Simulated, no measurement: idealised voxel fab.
process module | voxel self aligned vias
cross-section cut | 295 nm wide | cells 5 nm
A cross-section is a grid of square cells, given in bands from the top down. A band is one or more rows of cells.
Each band's line starts with the height of the band's top and of its bottom, in nm. Then come its materials from left to right, each with its width in nm. One material with "throughout" fills the band from edge to edge. "air" is empty space.
Height 0 is the level under which the wafer as received is all one material. The lowest band goes on downwards, as in "0 down".
A width such as "30 to 40" changes by the same amount from each row of cells to the next, from the band's top row to its bottom row.
"no change" after a step means that no cell of the cross-section changed.
closed voids: empty space of 8 cells or more with no open way to the top, each as width x height at its distance from the left edge, in nm
after a step's settings: what the simulator itself notes on the step
overlay nm, on a step with a mask: how far to the right of its planned place the mask lay; to the left if negative
plan
1 op RECEIVE | material Si
2 op CONFORMAL_DEP | material SiO2 | thk nm 15
3 op CONFORMAL_DEP | material SiCN | thk nm 5
4 op DIRECTIONAL_DEP | material lowk | thk nm 20
5 op PATTERN | tone open | mask id LINES | material resist | width nm 30 | pitch nm 55 | thk nm 15 | overlay nm 0
6 op DIRECTIONAL_ETCH | etch materials lowk | depth nm 20
7 op STRIP | etch materials resist
8 op CONFORMAL_DEP | material TiN | thk nm 5
9 op FILL_DEP | material W | thk nm 10
10 op CMP | height nm 40
11 op SELECTIVE_ETCH | etch materials W Ru TiN | depth nm 5
12 op FILL_DEP | material SiN | thk nm 5
13 op CMP | height nm 40
14 op DIRECTIONAL_DEP | material lowk | thk nm 15
15 op MASKED_ETCH | tone open | mask id VIAS | width nm 40 | pitch nm 110 | etch materials lowk | depth nm 15 | overlay nm 0
16 op MASKED_ETCH | tone open | mask id VIAS | width nm 40 | pitch nm 110 | etch materials SiN | depth nm 5 | overlay nm 0
17 op CONFORMAL_DEP | material TiN | thk nm 5
18 op FILL_DEP | material W | thk nm 5
19 op CMP | height nm 55
20 op CONFORMAL_DEP | material SiCN | thk nm 5
as received, after step 1
  0 down: Si throughout
  closed voids: none
a wafer at the end: this start, this plan, one mistake
  60 to 55: SiCN throughout
  55 to 45: lowk 70 | TiN 5 | W 30 | TiN 5 | lowk 70 | TiN 5 | W 30 | TiN 5 | lowk 75
  45 to 40: lowk 70 | TiN 40 | lowk 70 | TiN 40 | lowk 75
  40 to 35: SiN 70 | TiN 5 | lowk 30 | TiN 5 | SiN 20 | lowk 30 | SiN 20 | TiN 5 | lowk 30 | TiN 5 | SiN 75
  35 to 25: W 70 | TiN 5 | lowk 30 | TiN 5 | W 15 | TiN 5 | lowk 30 | TiN 5 | W 15 | TiN 5 | lowk 30 | TiN 5 | W 75
  25 to 20: TiN 75 | lowk 30 | TiN 25 | lowk 30 | TiN 25 | lowk 30 | TiN 80
  20 to 15: SiCN throughout
  15 to 0: SiO2 throughout
  0 down: Si throughout
  closed voids: none
what went wrong: step 5 ran as: op PATTERN | tone cover | mask id LINES | material resist | width nm 30 | pitch nm 55 | thk nm 15 | overlay nm 0
